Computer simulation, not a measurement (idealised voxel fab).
process module | voxel self aligned vias
cross-section cut | 210 nm wide | cells 5 nm
A cross-section is a grid of square cells, given in bands from the top down. A band is one or more rows of cells.
Each band's line starts with the height of the band's top and of its bottom, in nm. Then come its materials from left to right, each with its width in nm. One material with "throughout" fills the band from edge to edge. "air" is empty space.
Height 0 is the level under which the wafer as received is all one material. The lowest band goes on downwards, as in "0 down".
A width such as "30 to 40" changes by the same amount from each row of cells to the next, from the band's top row to its bottom row.
"no change" after a step means that no cell of the cross-section changed.
closed voids: empty space of 8 cells or more with no open way to the top, each as width x height at its distance from the left edge, in nm
after a step's settings: what the simulator itself notes on the step
overlay nm, on a step with a mask: how far to the right of its planned place the mask lay; to the left if negative
plan
1 op RECEIVE | material Si
2 op CONFORMAL_DEP | material SiO2 | thk nm 15
3 op CONFORMAL_DEP | material SiCN | thk nm 5
4 op DIRECTIONAL_DEP | material SiO2 | thk nm 20
5 op PATTERN | tone open | mask id LINES | material resist | width nm 20 | pitch nm 55 | thk nm 15 | overlay nm 0
6 op DIRECTIONAL_ETCH | etch materials SiO2 | depth nm 20
7 op STRIP | etch materials resist
8 op CONFORMAL_DEP | material TiN | thk nm 5
9 op FILL_DEP | material Ru | thk nm 5
10 op CMP | height nm 40
11 op SELECTIVE_ETCH | etch materials W Ru TiN | depth nm 10
12 op FILL_DEP | material SiN | thk nm 10
13 op CMP | height nm 40
14 op DIRECTIONAL_DEP | material SiO2 | thk nm 20
15 op MASKED_ETCH | tone open | mask id VIAS | width nm 40 | pitch nm 110 | etch materials SiO2 | depth nm 20 | overlay nm 0
16 op MASKED_ETCH | tone open | mask id VIAS | width nm 40 | pitch nm 110 | etch materials SiN | depth nm 10 | overlay nm 0
17 op CONFORMAL_DEP | material TiN | thk nm 5
18 op FILL_DEP | material Cu | thk nm 10
19 op CMP | height nm 60
20 op CONFORMAL_DEP | material SiCN | thk nm 5
first wafer, as planned
as received, after step 1
  0 down: Si throughout
  closed voids: none
after step 2
  15 to 0: SiO2 throughout
  below 0: unchanged
after step 3
  20 to 15: SiCN throughout
  below 15: unchanged
after step 4
  40 to 20: SiO2 throughout
  below 20: unchanged
after step 5
  55 to 40: resist 40 | air 20 | resist 35 | air 20 | resist 35 | air 20 | resist 40
  below 40: unchanged
after step 6
  55 to 40: resist 40 | air 20 | resist 35 | air 20 | resist 35 | air 20 | resist 40
  40 to 20: SiO2 40 | air 20 | SiO2 35 | air 20 | SiO2 35 | air 20 | SiO2 40
  below 20: unchanged
after step 7
  40 to 20: SiO2 40 | air 20 | SiO2 35 | air 20 | SiO2 35 | air 20 | SiO2 40
  below 20: unchanged
after step 8
  45 to 40: TiN 45 | air 10 | TiN 45 | air 10 | TiN 45 | air 10 | TiN 45
  40 to 25: SiO2 40 | TiN 5 | air 10 | TiN 5 | SiO2 35 | TiN 5 | air 10 | TiN 5 | SiO2 35 | TiN 5 | air 10 | TiN 5 | SiO2 40
  25 to 20: SiO2 40 | TiN 20 | SiO2 35 | TiN 20 | SiO2 35 | TiN 20 | SiO2 40
  below 20: unchanged
after step 9
  50 to 45: Ru throughout
  45 to 40: TiN 45 | Ru 10 | TiN 45 | Ru 10 | TiN 45 | Ru 10 | TiN 45
  40 to 25: SiO2 40 | TiN 5 | Ru 10 | TiN 5 | SiO2 35 | TiN 5 | Ru 10 | TiN 5 | SiO2 35 | TiN 5 | Ru 10 | TiN 5 | SiO2 40
  below 25: unchanged
after step 10
  40 to 25: SiO2 40 | TiN 5 | Ru 10 | TiN 5 | SiO2 35 | TiN 5 | Ru 10 | TiN 5 | SiO2 35 | TiN 5 | Ru 10 | TiN 5 | SiO2 40
  below 25: unchanged
after step 11
  40 to 30: SiO2 40 | air 20 | SiO2 35 | air 20 | SiO2 35 | air 20 | SiO2 40
  below 30: unchanged
after step 12
  50 to 40: SiN throughout
  40 to 30: SiO2 40 | SiN 20 | SiO2 35 | SiN 20 | SiO2 35 | SiN 20 | SiO2 40
  below 30: unchanged
after step 13
  40 to 30: SiO2 40 | SiN 20 | SiO2 35 | SiN 20 | SiO2 35 | SiN 20 | SiO2 40
  below 30: unchanged
after step 14
  60 to 40: SiO2 throughout
  below 40: unchanged
after step 15
  60 to 40: SiO2 30 | air 40 | SiO2 70 | air 40 | SiO2 30
  below 40: unchanged
after step 16
  60 to 40: SiO2 30 | air 40 | SiO2 70 | air 40 | SiO2 30
  40 to 30: SiO2 40 | air 20 | SiO2 35 | SiN 20 | SiO2 35 | air 20 | SiO2 40
  below 30: unchanged
after step 17
  65 to 60: TiN 35 | air 30 | TiN 80 | air 30 | TiN 35
  60 to 45: SiO2 30 | TiN 5 | air 30 | TiN 5 | SiO2 70 | TiN 5 | air 30 | TiN 5 | SiO2 30
  45 to 40: SiO2 30 | TiN 15 | air 10 | TiN 15 | SiO2 70 | TiN 15 | air 10 | TiN 15 | SiO2 30
  40 to 35: SiO2 40 | TiN 5 | air 10 | TiN 5 | SiO2 35 | SiN 20 | SiO2 35 | TiN 5 | air 10 | TiN 5 | SiO2 40
  35 to 30: SiO2 40 | TiN 20 | SiO2 35 | SiN 20 | SiO2 35 | TiN 20 | SiO2 40
  below 30: unchanged
after step 18
  75 to 65: Cu throughout
  65 to 60: TiN 35 | Cu 30 | TiN 80 | Cu 30 | TiN 35
  60 to 45: SiO2 30 | TiN 5 | Cu 30 | TiN 5 | SiO2 70 | TiN 5 | Cu 30 | TiN 5 | SiO2 30
  45 to 40: SiO2 30 | TiN 15 | Cu 10 | TiN 15 | SiO2 70 | TiN 15 | Cu 10 | TiN 15 | SiO2 30
  40 to 35: SiO2 40 | TiN 5 | Cu 10 | TiN 5 | SiO2 35 | SiN 20 | SiO2 35 | TiN 5 | Cu 10 | TiN 5 | SiO2 40
  below 35: unchanged
after step 19
  60 to 45: SiO2 30 | TiN 5 | Cu 30 | TiN 5 | SiO2 70 | TiN 5 | Cu 30 | TiN 5 | SiO2 30
  below 45: unchanged
after step 20
  65 to 60: SiCN throughout
  below 60: unchanged
second wafer: like start, like plan, one mistake. Through step 1 it matches the first wafer
when step 2 should have ended
  5 to 0: SiCN throughout
  below 0: unchanged
when step 3 should have ended
  20 to 5: SiO2 throughout
  below 5: unchanged
when step 4 should have ended
  40 to 5: SiO2 throughout
  below 5: unchanged
when step 5 should have ended
  55 to 40: resist 40 | air 20 | resist 35 | air 20 | resist 35 | air 20 | resist 40
  below 40: unchanged
when step 6 should have ended
  55 to 40: resist 40 | air 20 | resist 35 | air 20 | resist 35 | air 20 | resist 40
  40 to 20: SiO2 40 | air 20 | SiO2 35 | air 20 | SiO2 35 | air 20 | SiO2 40
  below 20: unchanged
when step 7 should have ended
  40 to 20: SiO2 40 | air 20 | SiO2 35 | air 20 | SiO2 35 | air 20 | SiO2 40
  below 20: unchanged
when step 8 should have ended
  45 to 40: TiN 45 | air 10 | TiN 45 | air 10 | TiN 45 | air 10 | TiN 45
  40 to 25: SiO2 40 | TiN 5 | air 10 | TiN 5 | SiO2 35 | TiN 5 | air 10 | TiN 5 | SiO2 35 | TiN 5 | air 10 | TiN 5 | SiO2 40
  25 to 20: SiO2 40 | TiN 20 | SiO2 35 | TiN 20 | SiO2 35 | TiN 20 | SiO2 40
  below 20: unchanged
when step 9 should have ended
  50 to 45: Ru throughout
  45 to 40: TiN 45 | Ru 10 | TiN 45 | Ru 10 | TiN 45 | Ru 10 | TiN 45
  40 to 25: SiO2 40 | TiN 5 | Ru 10 | TiN 5 | SiO2 35 | TiN 5 | Ru 10 | TiN 5 | SiO2 35 | TiN 5 | Ru 10 | TiN 5 | SiO2 40
  below 25: unchanged
when step 10 should have ended
  40 to 25: SiO2 40 | TiN 5 | Ru 10 | TiN 5 | SiO2 35 | TiN 5 | Ru 10 | TiN 5 | SiO2 35 | TiN 5 | Ru 10 | TiN 5 | SiO2 40
  below 25: unchanged
when step 11 should have ended
  40 to 30: SiO2 40 | air 20 | SiO2 35 | air 20 | SiO2 35 | air 20 | SiO2 40
  below 30: unchanged
when step 12 should have ended
  50 to 40: SiN throughout
  40 to 30: SiO2 40 | SiN 20 | SiO2 35 | SiN 20 | SiO2 35 | SiN 20 | SiO2 40
  below 30: unchanged
when step 13 should have ended
  40 to 30: SiO2 40 | SiN 20 | SiO2 35 | SiN 20 | SiO2 35 | SiN 20 | SiO2 40
  below 30: unchanged
when step 14 should have ended
  60 to 40: SiO2 throughout
  below 40: unchanged
when step 15 should have ended
  60 to 40: SiO2 30 | air 40 | SiO2 70 | air 40 | SiO2 30
  below 40: unchanged
when step 16 should have ended
  60 to 40: SiO2 30 | air 40 | SiO2 70 | air 40 | SiO2 30
  40 to 30: SiO2 40 | air 20 | SiO2 35 | SiN 20 | SiO2 35 | air 20 | SiO2 40
  below 30: unchanged
when step 17 should have ended
  65 to 60: TiN 35 | air 30 | TiN 80 | air 30 | TiN 35
  60 to 45: SiO2 30 | TiN 5 | air 30 | TiN 5 | SiO2 70 | TiN 5 | air 30 | TiN 5 | SiO2 30
  45 to 40: SiO2 30 | TiN 15 | air 10 | TiN 15 | SiO2 70 | TiN 15 | air 10 | TiN 15 | SiO2 30
  40 to 35: SiO2 40 | TiN 5 | air 10 | TiN 5 | SiO2 35 | SiN 20 | SiO2 35 | TiN 5 | air 10 | TiN 5 | SiO2 40
  35 to 30: SiO2 40 | TiN 20 | SiO2 35 | SiN 20 | SiO2 35 | TiN 20 | SiO2 40
  below 30: unchanged
when step 18 should have ended
  75 to 65: Cu throughout
  65 to 60: TiN 35 | Cu 30 | TiN 80 | Cu 30 | TiN 35
  60 to 45: SiO2 30 | TiN 5 | Cu 30 | TiN 5 | SiO2 70 | TiN 5 | Cu 30 | TiN 5 | SiO2 30
  45 to 40: SiO2 30 | TiN 15 | Cu 10 | TiN 15 | SiO2 70 | TiN 15 | Cu 10 | TiN 15 | SiO2 30
  40 to 35: SiO2 40 | TiN 5 | Cu 10 | TiN 5 | SiO2 35 | SiN 20 | SiO2 35 | TiN 5 | Cu 10 | TiN 5 | SiO2 40
  below 35: unchanged
when step 19 should have ended
  60 to 45: SiO2 30 | TiN 5 | Cu 30 | TiN 5 | SiO2 70 | TiN 5 | Cu 30 | TiN 5 | SiO2 30
  below 45: unchanged
when step 20 should have ended
  65 to 60: SiCN throughout
  below 60: unchanged
what went wrong: steps 2 and 3 were swapped
at the end the second wafer has, in cells: as many of each material as the first, in other places
